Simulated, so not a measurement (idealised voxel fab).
The process module that follows is named voxel air gaps.
The cross-section shown here is cut; it is 200 nm wide and divided into square cells measuring 5 nm on a side.
Format of a cross-section: grid, square cells. Given as bands. Order: top down. Band: one or more rows of cells.
Band entry format. Leading values: height of top, height of bottom, nm. Remainder: materials in left-to-right order, each with its width in nm. Special words: "everywhere" on a single material, which then fills the band edge to edge; "blank", empty space.
It should be noted that heights are counted from 0, beneath which the wafer as supplied is of one material throughout, and that the lowest band possesses no lower boundary but continues downward, as written in "0..down".
Read "30->40" as a graded width: first number on top, second number at the bottom, same change between each pair of neighbouring rows.
"nothing altered" means the step left every cell of the cross-section as it was.
"Closed voids list": sealed empty spaces, 8 cells or more, no open way to top, listed width x height at distance, with distance from the left edge and width, height and distance in nm.
What comes after the settings on a step's line is commentary from the simulator itself on that step.
The optional step-line setting "overlay nm" applies to steps with a mask and quantifies how far to the right of its planned location the mask lay, a negative value indicating leftward placement.

Plan
step 1: RECEIVE,material Si
step 2: CONFORMAL_DEP,material SiO2,thk nm 5
step 3: CONFORMAL_DEP,material SiCN,thk nm 5
step 4: DIRECTIONAL_DEP,material lowk,thk nm 30
step 5: PATTERN,tone open,mask id LINES,material resist,width nm 20,pitch nm 45,thk nm 20,overlay nm 0
step 6: DIRECTIONAL_ETCH,etch materials lowk,depth nm 30
step 7: STRIP,etch materials resist
step 8: CONFORMAL_DEP,material TiN,thk nm 5
step 9: FILL_DEP,material Ru,thk nm 5
step 10: CMP,height nm 50
step 11: EPI,material Ru,thk nm 10
step 12: SELECTIVE_ETCH,etch materials lowk,depth nm 40
step 13: CONFORMAL_DEP,material SiCN,thk nm 5
Wafer-to-wafer difference: thk nm, step 2. Common start. Plan = first wafer's value.

Sectional view: first of several wafers, as received, after step 1
* 0..down  Si everywhere
* Closed voids list: none

Wafer rows, end of module: cells per material gained (+) or lost (-) since receipt; closed voids last
thk nm 5; +156 Ru; +80 SiCN; +40 SiO2; +76 TiN; +168 lowk; Closed voids list: none
thk nm 10; +116 Ru; +80 SiCN; +80 SiO2; +76 TiN; +168 lowk; Closed voids list: none
thk nm 15; +78 Ru; +144 SiCN; +120 SiO2; +42 TiN; Closed voids list: 15 x 20 at 70; 15 x 20 at 115
thk nm 20; +72 Ru; +138 SiCN; +160 SiO2; +36 TiN; Closed voids list: 15 x 15 at 70; 15 x 15 at 115
thk nm 25; +66 Ru; +132 SiCN; +200 SiO2; +30 TiN; Closed voids list: none
thk nm 30; +60 Ru; +126 SiCN; +240 SiO2; +24 TiN; Closed voids list: none
